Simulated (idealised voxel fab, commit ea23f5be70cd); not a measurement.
This section sets out a process module, namely voxel local oxidation.
Section shown: cut. Width: 265 nm. Cell size: 5 nm, square.
Cross-section = grid of square cells, listed top down in bands; band = one or more rows. Top height, bottom height, nm. Materials left to right, width each, nm. Single material + "throughout" = fills band edge to edge. "air" = empty. Note: height 0 marks the level under which the wafer is uniformly one material as received. Lowest band unbounded below, written "0 and below". Width "30->40": first value at the band's top row of cells, second value at its bottom row, equal change from row to row. Given "nothing different" for a step, no cell of the cross-section differs between before and after that step. What "Closed void listing" gives you is every empty space of 8 cells or more that is cut off from the top. Each appears as width x height at distance, with the distance taken from the left edge and width, height and distance all in nm. The remark found on a step's line after its settings is issued by the simulator itself and pertains to that step. overlay nm, on a step with a mask: how far to the right of its planned place the mask lay; to the left if negative.

## List of planned process steps
| 1 | RECEIVE with material Si |
| 2 | CONFORMAL_DEP with material SiO2, thk nm 5 |
| 3 | CONFORMAL_DEP with material SiN, thk nm 15 |
| 4 | DIRECTIONAL_DEP with material aC, thk nm 15 |
| 5 | PATTERN with tone cover, mask id ACTIVE, material resist, width nm 115, thk nm 35, overlay nm 0 |
| 6 | DIRECTIONAL_ETCH with etch materials aC, depth nm 15 |
| 7 | STRIP with etch materials resist |
| 8 | DIRECTIONAL_ETCH with etch materials SiN, depth nm 15 |
| 9 | STRIP with etch materials aC |
| 10 | SELECTIVE_ETCH with etch materials SiO2, depth nm 5 |
| 11 | OXIDIZE with depth nm 10 |
| 12 | STRIP with etch materials SiN |

## First wafer out of two, processed as planned

## The cross-section here shows the wafer as received, i.e. in its state after step 1
0 and below = Si throughout
Closed void listing: none

## Step 2 complete: cross-section through the wafer
5 down to 0 = SiO2 throughout
Below 0, no change.

## Step 3 complete: cross-section through the wafer
20 down to 5 = SiN throughout
Below 5, no change.

## Step 4 complete: cross-section through the wafer
35 down to 20 = aC throughout
Below 20, no change.

## Step 5 complete: cross-section through the wafer
70 down to 35 = air 75, resist 115, air 75
Below 35, no change.

## Step 6 complete: cross-section through the wafer
55 down to 35 = air 75, resist 115, air 75
35 down to 20 = air 75, aC 115, air 75
Below 20, no change.

## Step 7 complete: cross-section through the wafer
35 down to 20 = air 75, aC 115, air 75
Below 20, no change.

## Step 8 complete: cross-section through the wafer
35 down to 20 = air 75, aC 115, air 75
20 down to 5 = air 75, SiN 115, air 75
Below 5, no change.

## Step 9 complete: cross-section through the wafer
20 down to 5 = air 75, SiN 115, air 75
Below 5, no change.

## Step 10 complete: cross-section through the wafer
20 down to 5 = air 75, SiN 115, air 75
5 down to 0 = air 80, SiO2 105, air 80
Below 0, no change.

## Step 11 complete: cross-section through the wafer
20 down to 5 = air 75, SiN 115, air 75
5 down to 0 = air 80, SiO2 105, air 80
0 down to -10 = SiO2 90, Si 85, SiO2 90
Below -10, no change.

## Step 12 complete: cross-section through the wafer
5 down to 0 = air 80, SiO2 105, air 80
Below 0, no change.

## Okay, second wafer. Nothing different at the start, nothing different in the plan, just one mistake somewhere in the running. As far as step 8, counting that step, it's the first wafer all over again

## Cross-section: second wafer, time at which step 9 was scheduled to end
35 down to 20 = air 75, aC 115, air 75
20 down to 5 = air 75, SiN 115, air 75
5 down to 0 = air 80, SiO2 105, air 80
Below 0, no change.

## Cross-section: second wafer, time at which step 10 was scheduled to end
20 down to 5 = air 75, SiN 115, air 75
Below 5, no change.

## Cross-section: second wafer, time at which step 11 was scheduled to end
20 down to 5 = air 75, SiN 115, air 75
5 down to 0 = air 80, SiO2 105, air 80
0 down to -10 = SiO2 90, Si 85, SiO2 90
Below -10, no change.

## Cross-section: second wafer, time at which step 12 was scheduled to end
5 down to 0 = air 80, SiO2 105, air 80
Below 0, no change.
Plan not followed: steps 9 and 10 traded places in the executed sequence
The two wafers wind up with the same cross-section at the end, so whatever this model computes is the same despite the mistake.
